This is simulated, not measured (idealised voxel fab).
Title: Process Module voxel double patterning
We display cut, a cross-section 295 nm in width whose square cells are each 5 nm.
If you're reading a cross-section in this doc, picture square cells in a grid; it comes to you as bands, top ones listed first down to the bottom, and a band can be one or more rows of cells.
The band entry comprises the height of the band's top followed by the height of its bottom, expressed in nm, and subsequently the band's materials from left to right, each stated together with its width in nm. Where a single material is marked with the word "everywhere", that material fills the band from edge to edge. The word "air" represents empty space.
Measure heights from 0. That's the level where, below it, the as-received wafer is all one material. The lowest band is bottomless and extends downward; write it as in "0..down".
Quick explanation for "30->40": the width changes in equal steps down the rows of cells, from the first number in the band's top row to the second number in its bottom row.
No cell of the cross-section changed in a step that is given as "identical to before".
Any empty space of 8 cells or more lacking an open way to the top shows up in "Enclosed internal voids" as width x height at distance, distance from the left edge, in nm.
That trailing text on a step's line, after the settings, is the simulator's own remark on the step.
overlay nm, on a step with a mask: how far to the right of its planned place the mask lay; to the left if negative

The following list gives the planned process steps:
1: RECEIVE with material Si
2: CONFORMAL_DEP with material SiN, thk nm 10
3: DIRECTIONAL_DEP with material SiO2, thk nm 20
4: DIRECTIONAL_DEP with material SiCN, thk nm 10
5: PATTERN with tone open, mask id FIRST, material resist, width nm 15, pitch nm 50, thk nm 15, overlay nm 0
6: DIRECTIONAL_ETCH with etch materials SiCN, depth nm 10
7: STRIP with etch materials resist
8: DIRECTIONAL_DEP with material aC, thk nm 15
9: PATTERN with tone open, mask id SECOND, material resist, width nm 15, thk nm 35, overlay nm 0
10: DIRECTIONAL_ETCH with etch materials aC, depth nm 15
11: STRIP with etch materials resist
12: DIRECTIONAL_ETCH with etch materials SiCN, depth nm 10
13: STRIP with etch materials aC
14: DIRECTIONAL_ETCH with etch materials SiO2, depth nm 20
15: STRIP with etch materials SiCN

Step 1 complete: cross-section of the wafer as received:
* 0..down: Si everywhere
* Enclosed internal voids: none

first wafer at the end, as planned:
* 30..10: SiO2=115; air=15; SiO2=10; air=15; SiO2=10; air=15; SiO2=115
* 10..0: SiN everywhere
* 0..down: Si everywhere
* Enclosed internal voids: none

Wafer two (of two), end-of-module cross-section: start = wafer one, plan = wafer one, one run mistake:
* 30..10: SiO2=115; air=15; SiO2=10; air=20; SiO2=5; air=15; SiO2=115
* 10..0: SiN everywhere
* 0..down: Si everywhere
* Enclosed internal voids: none
Run error: step 9 did not happen as planned, as run it was PATTERN with tone open, mask id SECOND, material resist, width nm 20, thk nm 35, overlay nm 0
Final tally in cells, some materials are higher or lower on the second wafer than on the first: SiO2 -4
